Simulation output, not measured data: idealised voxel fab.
The following is a process module called voxel local oxidation.
Cross-section cut: width 175 nm, square cells of 5 nm.
In this document a cross-section is written as a grid of square cells. It is given as a series of bands, listed from the top down, and a band is one or more rows of cells. For a band, the entry starts with two heights in nm, that of the top and then that of the bottom, and carries on with the band's materials in order from left to right, each alongside its width in nm; the word "edge to edge" beside a single material means it fills the band edge to edge, and "blank" means empty space. Height datum 0, below which the as-received substrate wafer is one material. Lowest band open at the bottom, running downward: "0 nm and below". The expression "30..40" gives the width at the extremes of the band, the first number at its top row of cells and the second at its bottom row, with the width changing by equal amounts from each row to the next in between. When a step is marked "no modification", none of the cells in the cross-section changed during that step. The label "Sealed voids" introduces a list of the empty spaces, 8 cells or larger, that have no open way up to the top; each entry in it reads width x height at distance, where the distance is taken from the left edge and all three are stated in nm. Text after the settings on a step's line: the simulator's own remark on that step. If you see "overlay nm" on a step's line and that step has a mask, it's telling you how far right of where it was planned the mask ended up; a negative number means it went left instead.

LIST OF PLANNED PROCESS STEPS
1. RECEIVE, material Si
2. OXIDIZE, depth nm 5
3. CONFORMAL_DEP, material SiN, thk nm 15
4. PATTERN, tone cover, mask id ACTIVE, material resist, width nm 105, thk nm 15, overlay nm 0
5. DIRECTIONAL_ETCH, etch materials SiN, depth nm 15
6. STRIP, etch materials resist
7. SELECTIVE_ETCH, etch materials SiO2, depth nm 5
8. OXIDIZE, depth nm 10
9. STRIP, etch materials SiN

FIRST OF THE TWO WAFERS, RUN PER PLAN

AS RECEIVED (POST STEP 1): CROSS-SECTION
0 nm and below | Si edge to edge
Sealed voids: none

STATE OF THE WAFER AFTER STEP 2, SHOWN IN CROSS-SECTION
0 nm to -5 nm | SiO2 edge to edge
At heights below -5, the structure remains unaltered.

STATE OF THE WAFER AFTER STEP 3, SHOWN IN CROSS-SECTION
15 nm to 0 nm | SiN edge to edge
At heights below 0, the structure remains unaltered.

STATE OF THE WAFER AFTER STEP 4, SHOWN IN CROSS-SECTION
30 nm to 15 nm | blank (35), then resist (105), then blank (35)
At heights below 15, the structure remains unaltered.

STATE OF THE WAFER AFTER STEP 5, SHOWN IN CROSS-SECTION
30 nm to 15 nm | blank (35), then resist (105), then blank (35)
15 nm to 0 nm | blank (35), then SiN (105), then blank (35)
At heights below 0, the structure remains unaltered.

STATE OF THE WAFER AFTER STEP 6, SHOWN IN CROSS-SECTION
15 nm to 0 nm | blank (35), then SiN (105), then blank (35)
At heights below 0, the structure remains unaltered.

STATE OF THE WAFER AFTER STEP 7, SHOWN IN CROSS-SECTION
15 nm to 0 nm | blank (35), then SiN (105), then blank (35)
0 nm to -5 nm | blank (40), then SiO2 (95), then blank (40)
At heights below -5, the structure remains unaltered.

STATE OF THE WAFER AFTER STEP 8, SHOWN IN CROSS-SECTION
15 nm to 0 nm | blank (35), then SiN (105), then blank (35)
0 nm to -5 nm | blank (40), then SiO2 (95), then blank (40)
-5 nm to -15 nm | SiO2 (50), then Si (75), then SiO2 (50)
At heights below -15, the structure remains unaltered.

STATE OF THE WAFER AFTER STEP 9, SHOWN IN CROSS-SECTION
0 nm to -5 nm | blank (40), then SiO2 (95), then blank (40)
At heights below -5, the structure remains unaltered.

WHAT FOLLOWS CONCERNS THE SECOND WAFER, WHICH STARTED OUT LIKE THE FIRST AND WAS MEANT TO FOLLOW THE VERY SAME PLAN; ONE MISTAKE CREPT IN WHEN IT WAS RUN, BUT EVERYTHING UP TO AND INCLUDING STEP 8 IS THE SAME AS FOR THE FIRST WAFER

Cross-section: second wafer, time at which step 9 was scheduled to end: no modification
It is concluded that the wafer was processed incorrectly with respect to the plan, in that step 9 of the plan never got run, it was skipped over
Final comparison by cell count, materials where the second wafer has more or fewer than the first: SiN: 63 more
